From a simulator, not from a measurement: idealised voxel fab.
The name of this process module is voxel wiring stack.
It is cross-section cut that appears here, measuring 195 nm in width, its square cells being 5 nm in size.
Reading order for cross-sections: top band down to bottom band. Underlying form: a grid of square cells. Band size: one or more rows of cells. Within each band entry, the heights of the top and of the bottom of the band appear first, in that order and in nm; the materials of the band then follow from left to right, each with its corresponding width in nm. The designation "all across" on a single material indicates that it fills the band from edge to edge; the designation "empty" indicates empty space. All heights in this document are referenced to 0, defined as the level beneath which the wafer, as received, consists entirely of one material. The lowest band is not bounded below; it extends indefinitely downward and is written in the form "0..down". So if you see something like "30 to 40" for the width, read it as the top row of the band sitting at the first number and the bottom row at the second, with every row in between moving by the same amount as the last. "no change occurred" after a step means that no cell of the cross-section changed. If an empty space has no open way to the top and is at least 8 cells in size, "Enclosed cavity list" lists it, written width x height at distance, where distance is measured from the left edge and every value is in nm. On each step's line, the part that comes after the settings is the simulator's own comment on the step. "overlay nm" answers the question of how far to the right of plan the mask lay on a step that has a mask, and when it is negative the answer is to the left.

So here's the lineup of process steps we planned
1 RECEIVE, material Si
2 CONFORMAL_DEP, material SiO2, thk nm 15
3 DIRECTIONAL_DEP, material TiN, thk nm 5
4 DIRECTIONAL_DEP, material Ru, thk nm 15
5 PATTERN, tone cover, mask id METAL_1, material resist, width nm 30, pitch nm 45, thk nm 20, overlay nm 0
6 DIRECTIONAL_ETCH, etch materials Ru, depth nm 15
7 DIRECTIONAL_ETCH, etch materials TiN, depth nm 5
8 STRIP, etch materials resist
9 CONFORMAL_DEP, material SiCN, thk nm 5
10 FILL_DEP, material SiO2, thk nm 5
11 CMP, height nm 35
12 CONFORMAL_DEP, material SiCN, thk nm 5
13 DIRECTIONAL_DEP, material SiO2, thk nm 20
14 PATTERN, tone open, mask id PLUG_1, material resist, width nm 15, pitch nm 90, thk nm 15, overlay nm 0
15 DIRECTIONAL_ETCH, etch materials SiO2, depth nm 20
16 DIRECTIONAL_ETCH, etch materials SiCN, depth nm 5
17 STRIP, etch materials resist
18 EPI, material Ru, thk nm 10
19 EPI, material Ru, thk nm 10
20 EPI, material Ru, thk nm 5
21 DIRECTIONAL_DEP, material TiN, thk nm 5
22 DIRECTIONAL_DEP, material Ru, thk nm 20
23 MASKED_ETCH, tone cover, mask id METAL_2, width nm 20, pitch nm 45, etch materials Ru, depth nm 20, overlay nm 0
24 MASKED_ETCH, tone cover, mask id METAL_2, width nm 30, pitch nm 45, etch materials TiN, depth nm 5, overlay nm 0
25 FILL_DEP, material SiO2, thk nm 10
26 CMP, height nm 85
27 CONFORMAL_DEP, material SiN, thk nm 5
Be aware that, although all wafers share a common starting state, the width nm at step 23 differs among them, and the plan displays the first wafer's value.

Sectional view: first of several wafers, as received, after step 1
  0..down = Si all across
  Enclosed cavity list: none

Gained (+) or lost (-) cells of each material since receipt, then closed voids: one row per wafer, at the end of the module
width nm 20; +166 Ru; +72 SiCN; +39 SiN; +377 SiO2; +48 TiN; Enclosed cavity list: none
width nm 25; +182 Ru; +72 SiCN; +39 SiN; +361 SiO2; +48 TiN; Enclosed cavity list: none
width nm 30; +198 Ru; +72 SiCN; +39 SiN; +345 SiO2; +48 TiN; Enclosed cavity list: none
